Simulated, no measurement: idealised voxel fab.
A process module follows: voxel self aligned vias.
The figure presents cross-section cut, which has a width of 160 nm and is divided into square cells with an edge length of 5 nm.
Throughout this document, each cross-section is represented as a grid of square cells and is presented as a sequence of bands enumerated from the top downward, where a band comprises one or more rows of cells. Band entry format. Leading values: height of top, height of bottom, nm. Remainder: materials in left-to-right order, each with its width in nm. Special words: "edge to edge" on a single material, which then fills the band edge to edge; "empty", empty space. Basically, 0 is our baseline, since under it the wafer straight out of the box is all one material. The bottom band has no lower end and keeps on going down, so it looks like "0 and below". The width entry "30..40" should be interpreted row by row: the top row of cells in the band takes the first number, the bottom row takes the second number, and the change between adjacent rows is uniform throughout. A step reported as "remained unchanged" is a step in which no cell of the cross-section changed. This entry, "Closed void register", enumerates those empty regions of no fewer than 8 cells that possess no open connection to the top. Each region is reported in the form width x height at distance, the distance being taken from the left edge, with all three quantities expressed in nm. Anything after a step's settings on that line? It's the simulator's own note about the step. overlay nm: right-of-plan distance of the mask on a masked step; negative values mean left-of-plan.
This section lists the process steps that were planned
1) op RECEIVE | material Si
2) op CONFORMAL_DEP | material SiO2 | thk nm 10
3) op CONFORMAL_DEP | material SiCN | thk nm 5
4) op DIRECTIONAL_DEP | material lowk | thk nm 25
5) op DIRECTIONAL_DEP | material aC | thk nm 15
6) op PATTERN | tone open | mask id LINES | material resist | width nm 25 | pitch nm 55 | thk nm 30 | overlay nm 0
7) op DIRECTIONAL_ETCH | etch materials aC | depth nm 15
8) op STRIP | etch materials resist
9) op DIRECTIONAL_ETCH | etch materials lowk | depth nm 25
10) op STRIP | etch materials aC
11) op CONFORMAL_DEP | material TiN | thk nm 5
12) op FILL_DEP | material Ru | thk nm 5
13) op CMP | height nm 40
14) op SELECTIVE_ETCH | etch materials W Ru TiN | depth nm 5
15) op FILL_DEP | material SiN | thk nm 10
16) op CMP | height nm 40
17) op DIRECTIONAL_DEP | material lowk | thk nm 15
18) op PATTERN | tone open | mask id VIAS | material resist | width nm 35 | pitch nm 55 | thk nm 15 | overlay nm 0
19) op DIRECTIONAL_ETCH | etch materials lowk | depth nm 15
20) op DIRECTIONAL_ETCH | etch materials SiN | depth nm 5
21) op STRIP | etch materials resist
22) op CONFORMAL_DEP | material TiN | thk nm 5
23) op FILL_DEP | material W | thk nm 10
24) op CMP | height nm 55
25) op CONFORMAL_DEP | material SiN | thk nm 5
First wafer of two (run as planned)
So this is the incoming wafer in cross-section - it's already been through step 1
> 0 and below  Si edge to edge
> Closed void register: none
Once step 2 is through, the wafer looks like this in cross-section
> 10 down to 0  SiO2 edge to edge
> Under 0: no change, same as before.
Once step 3 is through, the wafer looks like this in cross-section
> 15 down to 10  SiCN edge to edge
> Under 10: no change, same as before.
Once step 4 is through, the wafer looks like this in cross-section
> 40 down to 15  lowk edge to edge
> Under 15: no change, same as before.
Once step 5 is through, the wafer looks like this in cross-section
> 55 down to 40  aC edge to edge
> Under 40: no change, same as before.
Once step 6 is through, the wafer looks like this in cross-section
> 85 down to 55  resist (40), empty (25), resist (30), empty (25), resist (40)
> Under 55: no change, same as before.
Once step 7 is through, the wafer looks like this in cross-section
> 70 down to 55  resist (40), empty (25), resist (30), empty (25), resist (40)
> 55 down to 40  aC (40), empty (25), aC (30), empty (25), aC (40)
> Under 40: no change, same as before.
Once step 8 is through, the wafer looks like this in cross-section
> 55 down to 40  aC (40), empty (25), aC (30), empty (25), aC (40)
> Under 40: no change, same as before.
Once step 9 is through, the wafer looks like this in cross-section
> 55 down to 40  aC (40), empty (25), aC (30), empty (25), aC (40)
> 40 down to 15  lowk (40), empty (25), lowk (30), empty (25), lowk (40)
> Under 15: no change, same as before.
Once step 10 is through, the wafer looks like this in cross-section
> 40 down to 15  lowk (40), empty (25), lowk (30), empty (25), lowk (40)
> Under 15: no change, same as before.
Once step 11 is through, the wafer looks like this in cross-section
> 45 down to 40  TiN (45), empty (15), TiN (40), empty (15), TiN (45)
> 40 down to 20  lowk (40), TiN (5), empty (15), TiN (5), lowk (30), TiN (5), empty (15), TiN (5), lowk (40)
> 20 down to 15  lowk (40), TiN (25), lowk (30), TiN (25), lowk (40)
> Under 15: no change, same as before.
Once step 12 is through, the wafer looks like this in cross-section
> 50 down to 45  Ru edge to edge
> 45 down to 40  TiN (45), Ru (15), TiN (40), Ru (15), TiN (45)
> 40 down to 20  lowk (40), TiN (5), Ru (15), TiN (5), lowk (30), TiN (5), Ru (15), TiN (5), lowk (40)
> Under 20: no change, same as before.
Once step 13 is through, the wafer looks like this in cross-section
> 40 down to 20  lowk (40), TiN (5), Ru (15), TiN (5), lowk (30), TiN (5), Ru (15), TiN (5), lowk (40)
> Under 20: no change, same as before.
Once step 14 is through, the wafer looks like this in cross-section
> 40 down to 35  lowk (40), empty (25), lowk (30), empty (25), lowk (40)
> Under 35: no change, same as before.
Once step 15 is through, the wafer looks like this in cross-section
> 50 down to 40  SiN edge to edge
> 40 down to 35  lowk (40), SiN (25), lowk (30), SiN (25), lowk (40)
> Under 35: no change, same as before.
Once step 16 is through, the wafer looks like this in cross-section
> 40 down to 35  lowk (40), SiN (25), lowk (30), SiN (25), lowk (40)
> Under 35: no change, same as before.
Once step 17 is through, the wafer looks like this in cross-section
> 55 down to 40  lowk edge to edge
> Under 40: no change, same as before.
Once step 18 is through, the wafer looks like this in cross-section
> 70 down to 55  resist (35), empty (35), resist (20), empty (35), resist (35)
> Under 55: no change, same as before.
Once step 19 is through, the wafer looks like this in cross-section
> 70 down to 55  resist (35), empty (35), resist (20), empty (35), resist (35)
> 55 down to 40  lowk (35), empty (35), lowk (20), empty (35), lowk (35)
> Under 40: no change, same as before.
Once step 20 is through, the wafer looks like this in cross-section
> 70 down to 55  resist (35), empty (35), resist (20), empty (35), resist (35)
> 55 down to 40  lowk (35), empty (35), lowk (20), empty (35), lowk (35)
> 40 down to 35  lowk (40), empty (25), lowk (30), empty (25), lowk (40)
> Under 35: no change, same as before.
Once step 21 is through, the wafer looks like this in cross-section
> 55 down to 40  lowk (35), empty (35), lowk (20), empty (35), lowk (35)
> Under 40: no change, same as before.
Once step 22 is through, the wafer looks like this in cross-section
> 60 down to 55  TiN (40), empty (25), TiN (30), empty (25), TiN (40)
> 55 down to 45  lowk (35), TiN (5), empty (25), TiN (5), lowk (20), TiN (5), empty (25), TiN (5), lowk (35)
> 45 down to 40  lowk (35), TiN (10), empty (15), TiN (10), lowk (20), TiN (10), empty (15), TiN (10), lowk (35)
> 40 down to 35  lowk (40), TiN (25), lowk (30), TiN (25), lowk (40)
> Under 35: no change, same as before.
Once step 23 is through, the wafer looks like this in cross-section
> 70 down to 60  W edge to edge
> 60 down to 55  TiN (40), W (25), TiN (30), W (25), TiN (40)
> 55 down to 45  lowk (35), TiN (5), W (25), TiN (5), lowk (20), TiN (5), W (25), TiN (5), lowk (35)
> 45 down to 40  lowk (35), TiN (10), W (15), TiN (10), lowk (20), TiN (10), W (15), TiN (10), lowk (35)
> Under 40: no change, same as before.
Once step 24 is through, the wafer looks like this in cross-section
> 55 down to 45  lowk (35), TiN (5), W (25), TiN (5), lowk (20), TiN (5), W (25), TiN (5), lowk (35)
> Under 45: no change, same as before.
Once step 25 is through, the wafer looks like this in cross-section
> 60 down to 55  SiN edge to edge
> Under 55: no change, same as before.
Wafer two. Same start, same plan, one slip in execution. Same as wafer one through step 17, inclusive
Cross-section of the second wafer at the time step 18 of the plan should have ended
> 70 down to 55  resist (40), empty (30), resist (25), empty (30), resist (35)
> Under 55: no change, same as before.
Cross-section of the second wafer at the time step 19 of the plan should have ended
> 70 down to 55  resist (40), empty (30), resist (25), empty (30), resist (35)
> 55 down to 40  lowk (40), empty (30), lowk (25), empty (30), lowk (35)
> Under 40: no change, same as before.
Cross-section of the second wafer at the time step 20 of the plan should have ended
> 70 down to 55  resist (40), empty (30), resist (25), empty (30), resist (35)
> 55 down to 40  lowk (40), empty (30), lowk (25), empty (30), lowk (35)
> 40 down to 35  lowk (40), empty (25), lowk (30), empty (25), lowk (40)
> Under 35: no change, same as before.
Cross-section of the second wafer at the time step 21 of the plan should have ended
> 55 down to 40  lowk (40), empty (30), lowk (25), empty (30), lowk (35)
> Under 40: no change, same as before.
Cross-section of the second wafer at the time step 22 of the plan should have ended
> 60 down to 55  TiN (45), empty (20), TiN (35), empty (20), TiN (40)
> 55 down to 45  lowk (40), TiN (5), empty (20), TiN (5), lowk (25), TiN (5), empty (20), TiN (5), lowk (35)
> 45 down to 40  lowk (40), TiN (5), empty (15), TiN (10), lowk (25), TiN (5), empty (15), TiN (10), lowk (35)
> 40 down to 35  lowk (40), TiN (25), lowk (30), TiN (25), lowk (40)
> Under 35: no change, same as before.
Cross-section of the second wafer at the time step 23 of the plan should have ended
> 70 down to 60  W edge to edge
> 60 down to 55  TiN (45), W (20), TiN (35), W (20), TiN (40)
> 55 down to 45  lowk (40), TiN (5), W (20), TiN (5), lowk (25), TiN (5), W (20), TiN (5), lowk (35)
> 45 down to 40  lowk (40), TiN (5), W (15), TiN (10), lowk (25), TiN (5), W (15), TiN (10), lowk (35)
> Under 40: no change, same as before.
Cross-section of the second wafer at the time step 24 of the plan should have ended
> 55 down to 45  lowk (40), TiN (5), W (20), TiN (5), lowk (25), TiN (5), W (20), TiN (5), lowk (35)
> Under 45: no change, same as before.
Cross-section of the second wafer at the time step 25 of the plan should have ended
> 60 down to 55  SiN edge to edge
> Under 55: no change, same as before.
Deviation from plan: step 18 deviated from plan and actually ran as op PATTERN | tone open | mask id VIAS | material resist | width nm 30 | pitch nm 55 | thk nm 15 | overlay nm 0
The final cell counts differ between the wafers, with the second having more or fewer of some materials than the first: TiN -2 | W -4 | lowk +6
